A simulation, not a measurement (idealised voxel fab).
This section sets out a process module, namely voxel air gaps.
Displayed cross-section: cut, width of 280 nm, square cells sized 5 nm.
Just so we're on the same page, the cross-sections are grids of square cells, and they're listed out in bands top to bottom, each band one or more rows deep.
Top height, bottom height, nm. Materials left to right, width each, nm. Single material + "full width" = fills band edge to edge. "empty" = empty.
Beneath 0, the wafer as received is one material, and that level is where height counting begins. The lowest band goes on downward without a bottom; it is written like "0 and below".
Read "30->40" as a graded width: first number on top, second number at the bottom, same change between each pair of neighbouring rows.
It should be understood that the words "remains unaltered", when stated for a given step, signify that the cross-section underwent no change in any of its cells during that step.
Empty spaces without an open route to the top, at least 8 cells in extent, make up the entry "Fully enclosed voids"; each is given as width x height at distance, where the distance is measured from the left edge, and all are in nm.
The remark found on a step's line after its settings is issued by the simulator itself and pertains to that step.
overlay nm: mask offset rightward from planned place, masked step; negative means leftward offset.
## Intended process steps
1,RECEIVE,material Si
2,CONFORMAL_DEP,material SiO2,thk nm 10
3,CONFORMAL_DEP,material SiCN,thk nm 5
4,DIRECTIONAL_DEP,material lowk,thk nm 35
5,MASKED_ETCH,tone open,mask id LINES,width nm 15,pitch nm 40,etch materials lowk,depth nm 35,overlay nm 0
6,CONFORMAL_DEP,material TiN,thk nm 5
7,FILL_DEP,material W,thk nm 10
8,CMP,height nm 50
9,EPI,material Ru,thk nm 10
10,SELECTIVE_ETCH,etch materials lowk,depth nm 45
11,CONFORMAL_DEP,material SiCN,thk nm 5
Quick note for whoever runs this: the wafers start identical, but the width nm at step 5 isn't the same across them. The plan just shows what the first wafer had.
## First of several wafers (as received, post step 1), cross-sectional view
  0 and below: Si full width
  Fully enclosed voids: none
## After the module's final step, step 11: the first of several wafers in cross-section
  65 down to 60: 55 of empty; 165 of SiCN; 60 of empty
  60 down to 50: 55 of empty; 5 of SiCN; 35 of Ru; 5 of SiCN; 35 of Ru; 5 of SiCN; 35 of Ru; 5 of SiCN; 35 of Ru; 5 of SiCN; 60 of empty
  50 down to 45: 55 of empty; 15 of SiCN; 5 of TiN; 5 of W; 5 of TiN; 25 of SiCN; 5 of TiN; 5 of W; 5 of TiN; 25 of SiCN; 5 of TiN; 5 of W; 5 of TiN; 25 of SiCN; 5 of TiN; 5 of W; 5 of TiN; 15 of SiCN; 60 of empty
  45 down to 20: 65 of empty; 5 of SiCN; 5 of TiN; 5 of W; 5 of TiN; 5 of SiCN; 15 of empty; 5 of SiCN; 5 of TiN; 5 of W; 5 of TiN; 5 of SiCN; 15 of empty; 5 of SiCN; 5 of TiN; 5 of W; 5 of TiN; 5 of SiCN; 15 of empty; 5 of SiCN; 5 of TiN; 5 of W; 5 of TiN; 5 of SiCN; 70 of empty
  20 down to 15: 70 of SiCN; 15 of TiN; 25 of SiCN; 15 of TiN; 25 of SiCN; 15 of TiN; 25 of SiCN; 15 of TiN; 75 of SiCN
  15 down to 10: SiCN full width
  10 down to 0: SiO2 full width
  0 and below: Si full width
  Fully enclosed voids: 15 x 25 at 90; 15 x 25 at 130; 15 x 25 at 170
## Sectional view of the last wafer upon completion of the module
  65 down to 60: 50 of empty; 175 of SiCN; 55 of empty
  60 down to 50: 50 of empty; 5 of SiCN; 165 of Ru; 5 of SiCN; 55 of empty
  50 down to 45: 50 of empty; 15 of SiCN; 5 of TiN; 15 of W; 5 of TiN; 15 of lowk; 5 of TiN; 15 of W; 5 of TiN; 15 of lowk; 5 of TiN; 15 of W; 5 of TiN; 15 of lowk; 5 of TiN; 15 of W; 5 of TiN; 15 of SiCN; 55 of empty
  45 down to 20: 60 of empty; 5 of SiCN; 5 of TiN; 15 of W; 5 of TiN; 15 of lowk; 5 of TiN; 15 of W; 5 of TiN; 15 of lowk; 5 of TiN; 15 of W; 5 of TiN; 15 of lowk; 5 of TiN; 15 of W; 5 of TiN; 5 of SiCN; 65 of empty
  20 down to 15: 65 of SiCN; 25 of TiN; 15 of lowk; 25 of TiN; 15 of lowk; 25 of TiN; 15 of lowk; 25 of TiN; 70 of SiCN
  15 down to 10: SiCN full width
  10 down to 0: SiO2 full width
  0 and below: Si full width
  Fully enclosed voids: none
## Here is how to read the rows: every wafer has a row, and it shows the wafer at the end of the module, giving for each material how many cells were gained (+) or lost (-) since the wafer was received, then listing its closed voids
width nm 15 | +56 Ru | +204 SiCN | +112 SiO2 | +60 TiN | +24 W | Fully enclosed voids: 15 x 25 at 90; 15 x 25 at 130; 15 x 25 at 170
width nm 20 | +64 Ru | +138 SiCN | +112 SiO2 | +64 TiN | +48 W | +84 lowk | Fully enclosed voids: none
width nm 25 | +66 Ru | +138 SiCN | +112 SiO2 | +68 TiN | +72 W | +63 lowk | Fully enclosed voids: none
